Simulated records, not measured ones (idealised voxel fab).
The name of this process module is voxel lift off.
Square cell edge 5 nm, section width 285 nm, ID cut.
The cross-sections in this document take the form of a grid made of square cells. They are written out as bands, in order from top to bottom. Each band consists of one or more rows of cells. Within each band entry, the heights of the top and of the bottom of the band appear first, in that order and in nm; the materials of the band then follow from left to right, each with its corresponding width in nm. The designation "everywhere" on a single material indicates that it fills the band from edge to edge; the designation "air" indicates empty space. Zero point of the height axis is 0; under it, received wafer = one material. Lowest band: continues down indefinitely, "0 and below". Top row gets the first number, bottom row gets the second, and each row in between changes by the same step: that is how a band width like "30->40" works. Step marked "remained unchanged"? Then no cell in the cross-section changed in it. The entry "Catalogued sealed voids" lists the empty spaces that cover at least 8 cells and have no open path to the top. Each is written as width x height at distance, where the distance is measured from the left edge and all three values are in nm. It should be noted that, on the line of a given step, the content following the step's settings is a remark produced by the simulator itself with respect to that step. overlay nm: right-of-plan distance of the mask on a masked step; negative values mean left-of-plan.
So here's the lineup of process steps we planned:
| 1 | op RECEIVE | material Si |
| 2 | op CONFORMAL_DEP | material SiO2 | thk nm 10 |
| 3 | op PATTERN | tone open | mask id LINES | material resist | width nm 25 | pitch nm 40 | thk nm 20 | overlay nm 0 |
| 4 | op DIRECTIONAL_DEP | material Ru | thk nm 5 |
| 5 | op STRIP | etch materials resist |
| 6 | op CONFORMAL_DEP | material SiN | thk nm 5 |
Keep in mind the plan's value for the thk nm of step 6 comes from the first wafer; the wafers don't share that setting, but they do share the same starting point.
This is how the first of several wafers looked in cross-section when it arrived, which is after step 1:
> 0 and below: Si everywhere
> Catalogued sealed voids: none
Cross-section after step 6, the final step of the module, for the first of several wafers:
> 20 down to 15: 105 air / 35 SiN / 5 air / 35 SiN / 105 air
> 15 down to 10: 110 SiN / 25 Ru / 15 SiN / 25 Ru / 110 SiN
> 10 down to 0: SiO2 everywhere
> 0 and below: Si everywhere
> Catalogued sealed voids: none
Cross-section, module end, final of several wafers:
> 40 down to 35: 85 air / 115 SiN / 85 air
> 35 down to 15: SiN everywhere
> 15 down to 10: 110 SiN / 25 Ru / 15 SiN / 25 Ru / 110 SiN
> 10 down to 0: SiO2 everywhere
> 0 and below: Si everywhere
> Catalogued sealed voids: none
Wafer rows, end of module: cells per material gained (+) or lost (-) since receipt; closed voids last:
thk nm 5; +10 Ru; +61 SiN; +114 SiO2; Catalogued sealed voids: none
thk nm 10; +10 Ru; +121 SiN; +114 SiO2; Catalogued sealed voids: none
thk nm 15; +10 Ru; +180 SiN; +114 SiO2; Catalogued sealed voids: none
thk nm 20; +10 Ru; +239 SiN; +114 SiO2; Catalogued sealed voids: none
thk nm 25; +10 Ru; +298 SiN; +114 SiO2; Catalogued sealed voids: none
